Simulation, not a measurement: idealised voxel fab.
This section sets out a process module, namely voxel gate over fins.
The cross-section on display is named cut; it measures 265 nm wide, and its cells are 5 nm squares.
Cross-section, as written here: a square-cell grid given band by band from the top down, where a band holds one or more rows of cells. Look at the band entry: it leads with the top's height and the bottom's height in nm. Then it lists the materials left to right, with a width in nm for each. The word "throughout" on a single material says that material fills the band edge to edge. The word "air" is empty space. Heights from 0 (as-received wafer is one material below). Bottom band endless downward, as "0 nm and below". Think of "30..40" as a width that walks from the first number to the second as you go down the band, top row to bottom row, taking equal-sized steps from row to row. Step marked "no change"? Then no cell in the cross-section changed in it. "Closed void table" means: voids of 8 cells or more that are shut off from the top with no open way through. Written width x height at distance, distance from the left edge, in nm. Post-settings text on a step line: simulator's own remark regarding the step. overlay nm: how far to the right of its planned place the mask lay on this masked step (negative: to the left).

### So here's the lineup of process steps we planned
- 1: op RECEIVE | material Si
- 2: op CONFORMAL_DEP | material SiN | thk nm 5
- 3: op MASKED_ETCH | tone cover | mask id FINS | width nm 15 | pitch nm 60 | etch materials SiN | depth nm 5 | overlay nm 0
- 4: op MASKED_ETCH | tone cover | mask id FINS | width nm 15 | pitch nm 60 | etch materials Si | depth nm 30 | overlay nm 0
- 5: op OXIDIZE | depth nm 5
- 6: op FILL_DEP | material SiO2 | thk nm 5
- 7: op CMP | height nm 5
- 8: op PATTERN | tone open | mask id RAIL | material resist | width nm 15 | thk nm 15 | overlay nm 0
- 9: op DIRECTIONAL_ETCH | etch materials SiO2 | depth nm 30
- 10: op STRIP | etch materials resist
- 11: op CONFORMAL_DEP | material TiN | thk nm 5
- 12: op FILL_DEP | material W | thk nm 5
- 13: op CMP | height nm 5
- 14: op SELECTIVE_ETCH | etch materials W Ru TiN | depth nm 25
- 15: op FILL_DEP | material SiO2 | thk nm 5
- 16: op CMP | height nm 5
- 17: op SELECTIVE_ETCH | etch materials SiO2 | depth nm 15
- 18: op STRIP | etch materials SiN
- 19: op CONFORMAL_DEP | material HfO2 | thk nm 5
- 20: op CONFORMAL_DEP | material TiN | thk nm 5
- 21: op CONFORMAL_DEP | material TiAl | thk nm 5
- 22: op CONFORMAL_DEP | material TiN | thk nm 5
- 23: op FILL_DEP | material W | thk nm 10
- 24: op CMP | height nm 25
- 25: op CONFORMAL_DEP | material SiN | thk nm 5

### First wafer out of two, processed as planned

### Cross-section of the wafer as it came to us, i.e., already through step 1
> 0 nm and below  Si throughout
> Closed void table: none

### After step 2: wafer cross-section
> 5 nm to 0 nm  SiN throughout
> Anything lower than 0 is untouched.

### After step 3: wafer cross-section
> 5 nm to 0 nm  air 95 | SiN 15 | air 45 | SiN 15 | air 95
> Anything lower than 0 is untouched.

### After step 4: wafer cross-section
> 5 nm to 0 nm  air 95 | SiN 15 | air 45 | SiN 15 | air 95
> 0 nm to -30 nm  air 95 | Si 15 | air 45 | Si 15 | air 95
> Anything lower than -30 is untouched.

### After step 5: wafer cross-section
> 5 nm to 0 nm  air 95 | SiN 15 | air 45 | SiN 15 | air 95
> 0 nm to -30 nm  air 95 | SiO2 5 | Si 5 | SiO2 5 | air 45 | SiO2 5 | Si 5 | SiO2 5 | air 95
> -30 nm to -35 nm  SiO2 100 | Si 5 | SiO2 55 | Si 5 | SiO2 100
> Anything lower than -35 is untouched.

### After step 6: wafer cross-section
> 10 nm to 5 nm  SiO2 throughout
> 5 nm to 0 nm  SiO2 95 | SiN 15 | SiO2 45 | SiN 15 | SiO2 95
> 0 nm to -35 nm  SiO2 100 | Si 5 | SiO2 55 | Si 5 | SiO2 100
> Anything lower than -35 is untouched.

### After step 7: wafer cross-section
> 5 nm to 0 nm  SiO2 95 | SiN 15 | SiO2 45 | SiN 15 | SiO2 95
> Anything lower than 0 is untouched.

### After step 8: wafer cross-section
> 20 nm to 5 nm  resist 125 | air 15 | resist 125
> Anything lower than 5 is untouched.

### After step 9: wafer cross-section
> 20 nm to 5 nm  resist 125 | air 15 | resist 125
> 5 nm to 0 nm  SiO2 95 | SiN 15 | SiO2 15 | air 15 | SiO2 15 | SiN 15 | SiO2 95
> 0 nm to -25 nm  SiO2 100 | Si 5 | SiO2 20 | air 15 | SiO2 20 | Si 5 | SiO2 100
> Anything lower than -25 is untouched.

### After step 10: wafer cross-section
> 5 nm to 0 nm  SiO2 95 | SiN 15 | SiO2 15 | air 15 | SiO2 15 | SiN 15 | SiO2 95
> Anything lower than 0 is untouched.

### After step 11: wafer cross-section
> 10 nm to 5 nm  TiN 130 | air 5 | TiN 130
> 5 nm to 0 nm  SiO2 95 | SiN 15 | SiO2 15 | TiN 5 | air 5 | TiN 5 | SiO2 15 | SiN 15 | SiO2 95
> 0 nm to -20 nm  SiO2 100 | Si 5 | SiO2 20 | TiN 5 | air 5 | TiN 5 | SiO2 20 | Si 5 | SiO2 100
> -20 nm to -25 nm  SiO2 100 | Si 5 | SiO2 20 | TiN 15 | SiO2 20 | Si 5 | SiO2 100
> Anything lower than -25 is untouched.

### After step 12: wafer cross-section
> 15 nm to 10 nm  W throughout
> 10 nm to 5 nm  TiN 130 | W 5 | TiN 130
> 5 nm to 0 nm  SiO2 95 | SiN 15 | SiO2 15 | TiN 5 | W 5 | TiN 5 | SiO2 15 | SiN 15 | SiO2 95
> 0 nm to -20 nm  SiO2 100 | Si 5 | SiO2 20 | TiN 5 | W 5 | TiN 5 | SiO2 20 | Si 5 | SiO2 100
> Anything lower than -20 is untouched.

### After step 13: wafer cross-section
> 5 nm to 0 nm  SiO2 95 | SiN 15 | SiO2 15 | TiN 5 | W 5 | TiN 5 | SiO2 15 | SiN 15 | SiO2 95
> Anything lower than 0 is untouched.

### After step 14: wafer cross-section
> 5 nm to 0 nm  SiO2 95 | SiN 15 | SiO2 15 | air 15 | SiO2 15 | SiN 15 | SiO2 95
> 0 nm to -20 nm  SiO2 100 | Si 5 | SiO2 20 | air 15 | SiO2 20 | Si 5 | SiO2 100
> Anything lower than -20 is untouched.

### After step 15: wafer cross-section
> 10 nm to 5 nm  SiO2 throughout
> 5 nm to 0 nm  SiO2 95 | SiN 15 | SiO2 45 | SiN 15 | SiO2 95
> 0 nm to -20 nm  SiO2 100 | Si 5 | SiO2 55 | Si 5 | SiO2 100
> Anything lower than -20 is untouched.

### After step 16: wafer cross-section
> 5 nm to 0 nm  SiO2 95 | SiN 15 | SiO2 45 | SiN 15 | SiO2 95
> Anything lower than 0 is untouched.

### After step 17: wafer cross-section
> 5 nm to 0 nm  air 95 | SiN 15 | air 45 | SiN 15 | air 95
> 0 nm to -10 nm  air 100 | Si 5 | air 55 | Si 5 | air 100
> Anything lower than -10 is untouched.

### After step 18: wafer cross-section
> 0 nm to -10 nm  air 100 | Si 5 | air 55 | Si 5 | air 100
> Anything lower than -10 is untouched.

### After step 19: wafer cross-section
> 5 nm to 0 nm  air 95 | HfO2 15 | air 45 | HfO2 15 | air 95
> 0 nm to -5 nm  air 95 | HfO2 5 | Si 5 | HfO2 5 | air 45 | HfO2 5 | Si 5 | HfO2 5 | air 95
> -5 nm to -10 nm  HfO2 100 | Si 5 | HfO2 55 | Si 5 | HfO2 100
> Anything lower than -10 is untouched.

### After step 20: wafer cross-section
> 10 nm to 5 nm  air 90 | TiN 25 | air 35 | TiN 25 | air 90
> 5 nm to 0 nm  air 90 | TiN 5 | HfO2 15 | TiN 5 | air 35 | TiN 5 | HfO2 15 | TiN 5 | air 90
> 0 nm to -5 nm  TiN 95 | HfO2 5 | Si 5 | HfO2 5 | TiN 45 | HfO2 5 | Si 5 | HfO2 5 | TiN 95
> Anything lower than -5 is untouched.

### After step 21: wafer cross-section
> 15 nm to 10 nm  air 85 | TiAl 35 | air 25 | TiAl 35 | air 85
> 10 nm to 5 nm  air 85 | TiAl 5 | TiN 25 | TiAl 5 | air 25 | TiAl 5 | TiN 25 | TiAl 5 | air 85
> 5 nm to 0 nm  TiAl 90 | TiN 5 | HfO2 15 | TiN 5 | TiAl 35 | TiN 5 | HfO2 15 | TiN 5 | TiAl 90
> Anything lower than 0 is untouched.

### After step 22: wafer cross-section
> 20 nm to 15 nm  air 80 | TiN 45 | air 15 | TiN 45 | air 80
> 15 nm to 10 nm  air 80 | TiN 5 | TiAl 35 | TiN 5 | air 15 | TiN 5 | TiAl 35 | TiN 5 | air 80
> 10 nm to 5 nm  TiN 85 | TiAl 5 | TiN 25 | TiAl 5 | TiN 25 | TiAl 5 | TiN 25 | TiAl 5 | TiN 85
> Anything lower than 5 is untouched.

### After step 23: wafer cross-section
> 30 nm to 20 nm  W throughout
> 20 nm to 15 nm  W 80 | TiN 45 | W 15 | TiN 45 | W 80
> 15 nm to 10 nm  W 80 | TiN 5 | TiAl 35 | TiN 5 | W 15 | TiN 5 | TiAl 35 | TiN 5 | W 80
> Anything lower than 10 is untouched.

### After step 24: wafer cross-section
> 25 nm to 20 nm  W throughout
> Anything lower than 20 is untouched.

### After step 25: wafer cross-section
> 30 nm to 25 nm  SiN throughout
> Anything lower than 25 is untouched.

### Notes, second wafer: start = first wafer's, plan = first wafer's, execution had one mistake; history identical to first through step 2

### when step 3 should have ended
> 5 nm to 0 nm  SiN 95 | air 15 | SiN 45 | air 15 | SiN 95
> Anything lower than 0 is untouched.

when step 4 should have ended: no change

### when step 5 should have ended
> 5 nm to 0 nm  SiN 95 | air 15 | SiN 45 | air 15 | SiN 95
> 0 nm to -5 nm  Si 90 | SiO2 25 | Si 35 | SiO2 25 | Si 90
> Anything lower than -5 is untouched.

### when step 6 should have ended
> 10 nm to 5 nm  SiO2 throughout
> 5 nm to 0 nm  SiN 95 | SiO2 15 | SiN 45 | SiO2 15 | SiN 95
> Anything lower than 0 is untouched.

### when step 7 should have ended
> 5 nm to 0 nm  SiN 95 | SiO2 15 | SiN 45 | SiO2 15 | SiN 95
> Anything lower than 0 is untouched.

### when step 8 should have ended
> 20 nm to 5 nm  resist 125 | air 15 | resist 125
> Anything lower than 5 is untouched.

when step 9 should have ended: no change

### when step 10 should have ended
> 5 nm to 0 nm  SiN 95 | SiO2 15 | SiN 45 | SiO2 15 | SiN 95
> Anything lower than 0 is untouched.

### when step 11 should have ended
> 10 nm to 5 nm  TiN throughout
> Anything lower than 5 is untouched.

### when step 12 should have ended
> 15 nm to 10 nm  W throughout
> Anything lower than 10 is untouched.

### when step 13 should have ended
> 5 nm to 0 nm  SiN 95 | SiO2 15 | SiN 45 | SiO2 15 | SiN 95
> Anything lower than 0 is untouched.

when step 14 should have ended: no change

### when step 15 should have ended
> 10 nm to 5 nm  SiO2 throughout
> Anything lower than 5 is untouched.

### when step 16 should have ended
> 5 nm to 0 nm  SiN 95 | SiO2 15 | SiN 45 | SiO2 15 | SiN 95
> Anything lower than 0 is untouched.

### when step 17 should have ended
> 5 nm to 0 nm  SiN 95 | air 15 | SiN 45 | air 15 | SiN 95
> 0 nm to -5 nm  Si 90 | air 25 | Si 35 | air 25 | Si 90
> Anything lower than -5 is untouched.

### when step 18 should have ended
> 0 nm to -5 nm  Si 90 | air 25 | Si 35 | air 25 | Si 90
> Anything lower than -5 is untouched.

### when step 19 should have ended
> 5 nm to 0 nm  HfO2 95 | air 15 | HfO2 45 | air 15 | HfO2 95
> 0 nm to -5 nm  Si 90 | HfO2 25 | Si 35 | HfO2 25 | Si 90
> Anything lower than -5 is untouched.

### when step 20 should have ended
> 10 nm to 5 nm  TiN 100 | air 5 | TiN 55 | air 5 | TiN 100
> 5 nm to 0 nm  HfO2 95 | TiN 15 | HfO2 45 | TiN 15 | HfO2 95
> Anything lower than 0 is untouched.

### when step 21 should have ended
> 15 nm to 10 nm  TiAl throughout
> 10 nm to 5 nm  TiN 100 | TiAl 5 | TiN 55 | TiAl 5 | TiN 100
> Anything lower than 5 is untouched.

### when step 22 should have ended
> 20 nm to 15 nm  TiN throughout
> Anything lower than 15 is untouched.

### when step 23 should have ended
> 30 nm to 20 nm  W throughout
> Anything lower than 20 is untouched.

### when step 24 should have ended
> 25 nm to 20 nm  W throughout
> Anything lower than 20 is untouched.

### when step 25 should have ended
> 30 nm to 25 nm  SiN throughout
> Anything lower than 25 is untouched.
Nonconformance to the process plan: rather than as planned, step 3 actually ran as op MASKED_ETCH | tone open | mask id FINS | width nm 15 | pitch nm 60 | etch materials SiN | depth nm 5 | overlay nm 0
Final tally in cells, some materials are higher or lower on the second wafer than on the first: HfO2 -4, Si +347, SiO2 -252, TiAl -6, TiN -15, W -70
